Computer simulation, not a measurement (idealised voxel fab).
process module | voxel spacer lines
cross-section cut | 290 nm wide | cells 5 nm
A cross-section is a grid of square cells, given in bands from the top down. A band is one or more rows of cells.
Each band's line starts with the height of the band's top and of its bottom, in nm. Then come its materials from left to right, each with its width in nm. One material with "throughout" fills the band from edge to edge. "air" is empty space.
Height 0 is the level under which the wafer as received is all one material. The lowest band goes on downwards, as in "0 down".
A width such as "30 to 40" changes by the same amount from each row of cells to the next, from the band's top row to its bottom row.
"no change" after a step means that no cell of the cross-section changed.
closed voids: empty space of 8 cells or more with no open way to the top, each as width x height at its distance from the left edge, in nm
after a step's settings: what the simulator itself notes on the step
overlay nm, on a step with a mask: how far to the right of its planned place the mask lay; to the left if negative
plan
1 op RECEIVE | material Si
2 op CONFORMAL_DEP | material Al2O3 | thk nm 10
3 op DIRECTIONAL_DEP | material W | thk nm 15
4 op DIRECTIONAL_DEP | material aC | thk nm 25
5 op PATTERN | tone cover | mask id MANDREL | material resist | width nm 25 | pitch nm 80 | thk nm 30 | overlay nm 0
6 op DIRECTIONAL_ETCH | etch materials aC | depth nm 25
7 op STRIP | etch materials resist
8 op CONFORMAL_DEP | material SiN | thk nm 15
9 op DIRECTIONAL_ETCH | etch materials SiN | depth nm 5
10 op STRIP | etch materials aC
11 op DIRECTIONAL_ETCH | etch materials W | depth nm 15
12 op STRIP | etch materials SiN
varied across the wafers: depth nm of step 9. The plan shows the first wafer's value. All wafers start alike
first wafer as received, after step 1
  0 down: Si throughout
  closed voids: none
each wafer at the end: cells of each material gained (+) or lost (-) since it was received, then its closed voids
depth nm 5 | +116 Al2O3 | +174 W | +50 aC | closed voids: none
depth nm 10 | +116 Al2O3 | +174 W | +50 aC | closed voids: none
depth nm 15 | +116 Al2O3 | +36 W | closed voids: none
depth nm 20 | +116 Al2O3 | +36 W | closed voids: none
depth nm 25 | +116 Al2O3 | +36 W | closed voids: none
depth nm 30 | +116 Al2O3 | +36 W | closed voids: none
